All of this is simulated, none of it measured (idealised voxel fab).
The following is a process module called voxel self aligned vias.
Section cut is 240 nm wide and gridded with 5 nm square cells.
Notation: cross-section as square-cell grid; stated in bands, top first, going down; one or more cell rows per band. Look at the band entry: it leads with the top's height and the bottom's height in nm. Then it lists the materials left to right, with a width in nm for each. The word "edge to edge" on a single material says that material fills the band edge to edge. The word "empty" is empty space. Below 0: as-received wafer, all one material; heights counted from there. Lowest band: no bottom, goes on down, written "z 0 and below". It should be noted that a width expressed as "30 to 40" varies in equal increments from row to row of cells within the band, taking the value of the first number at the top row and that of the second number at the bottom row. Where the words "left unchanged" appear for a step, the cross-section shows no cell changed by that step; every cell remained as before. "Sealed void inventory" contains a list of empty spaces, each no smaller than 8 cells and without an open way to the top, written in the form width x height at distance with the distance from the left edge and all three in nm. Step line, after settings: the simulator's comment on this step. overlay nm: how far to the right of its planned place the mask lay on this masked step (negative: to the left).
### These are the steps we planned for the process
1: RECEIVE: material Si
2: CONFORMAL_DEP: material SiO2, thk nm 10
3: CONFORMAL_DEP: material SiCN, thk nm 5
4: DIRECTIONAL_DEP: material SiO2, thk nm 25
5: PATTERN: tone open, mask id LINES, material resist, width nm 20, pitch nm 65, thk nm 15, overlay nm 0
6: DIRECTIONAL_ETCH: etch materials SiO2, depth nm 25
7: STRIP: etch materials resist
8: CONFORMAL_DEP: material TiN, thk nm 5
9: FILL_DEP: material W, thk nm 10
10: CMP: height nm 40
11: SELECTIVE_ETCH: etch materials W Ru TiN, depth nm 10
12: FILL_DEP: material SiN, thk nm 5
13: CMP: height nm 40
14: DIRECTIONAL_DEP: material SiO2, thk nm 15
15: DIRECTIONAL_DEP: material aC, thk nm 10
16: PATTERN: tone open, mask id VIAS, material resist, width nm 40, pitch nm 65, thk nm 30, overlay nm 0
17: DIRECTIONAL_ETCH: etch materials aC, depth nm 10
18: STRIP: etch materials resist
19: DIRECTIONAL_ETCH: etch materials SiO2, depth nm 15
20: DIRECTIONAL_ETCH: etch materials SiN, depth nm 10
21: STRIP: etch materials aC
22: CONFORMAL_DEP: material TiN, thk nm 5
23: FILL_DEP: material Ru, thk nm 5
24: CMP: height nm 55
25: CONFORMAL_DEP: material SiN, thk nm 5
### Received-state cross-section, reflecting completion of step 1
* z 0 and below: Si edge to edge
* Sealed void inventory: none
### Module complete - cross-section of the first of two wafers, run according to plan
* z 60 to 55: SiN edge to edge
* z 55 to 45: SiO2=65 / TiN=5 / Ru=30 / TiN=5 / SiO2=25 / TiN=5 / Ru=30 / TiN=5 / SiO2=70
* z 45 to 35: SiO2=65 to 75 / TiN=15 to 5 / Ru=10 / TiN=15 to 5 / SiO2=25 to 45 / TiN=15 to 5 / Ru=10 / TiN=15 to 5 / SiO2=70 to 80
* z 35 to 30: SiO2=75 / TiN=20 / SiO2=45 / TiN=20 / SiO2=80
* z 30 to 20: SiO2=75 / TiN=5 / W=10 / TiN=5 / SiO2=45 / TiN=5 / W=10 / TiN=5 / SiO2=80
* z 20 to 15: SiO2=75 / TiN=20 / SiO2=45 / TiN=20 / SiO2=80
* z 15 to 10: SiCN edge to edge
* z 10 to 0: SiO2 edge to edge
* z 0 and below: Si edge to edge
* Sealed void inventory: none
### End-of-module cross-section of the second wafer: identical starting point and process plan to the first, with one processing mistake
* z 60 to 55: SiN edge to edge
* z 55 to 40: SiO2=65 / TiN=5 / Ru=30 / TiN=5 / SiO2=25 / TiN=5 / Ru=30 / TiN=5 / SiO2=70
* z 40 to 35: SiN=65 / TiN=15 / Ru=10 / TiN=15 / SiN=25 / TiN=15 / Ru=10 / TiN=15 / SiN=70
* z 35 to 30: SiO2=75 / TiN=20 / SiO2=45 / TiN=20 / SiO2=80
* z 30 to 15: SiO2=75 / TiN=5 / W=10 / TiN=5 / SiO2=45 / TiN=5 / W=10 / TiN=5 / SiO2=80
* z 15 to 10: SiO2=75 / TiN=20 / SiO2=45 / TiN=20 / SiO2=80
* z 10 to 0: SiO2 edge to edge
* z 0 and below: Si edge to edge
* Sealed void inventory: none
Finding, execution versus plan: step 3 of the plan did not run at all; it was left out
Once processing is complete, comparing cell counts shows that the second wafer has more or fewer of certain materials than the first: Ru: 8 more | SiCN: 48 fewer | SiN: 32 more | TiN: 4 more | W: 4 more
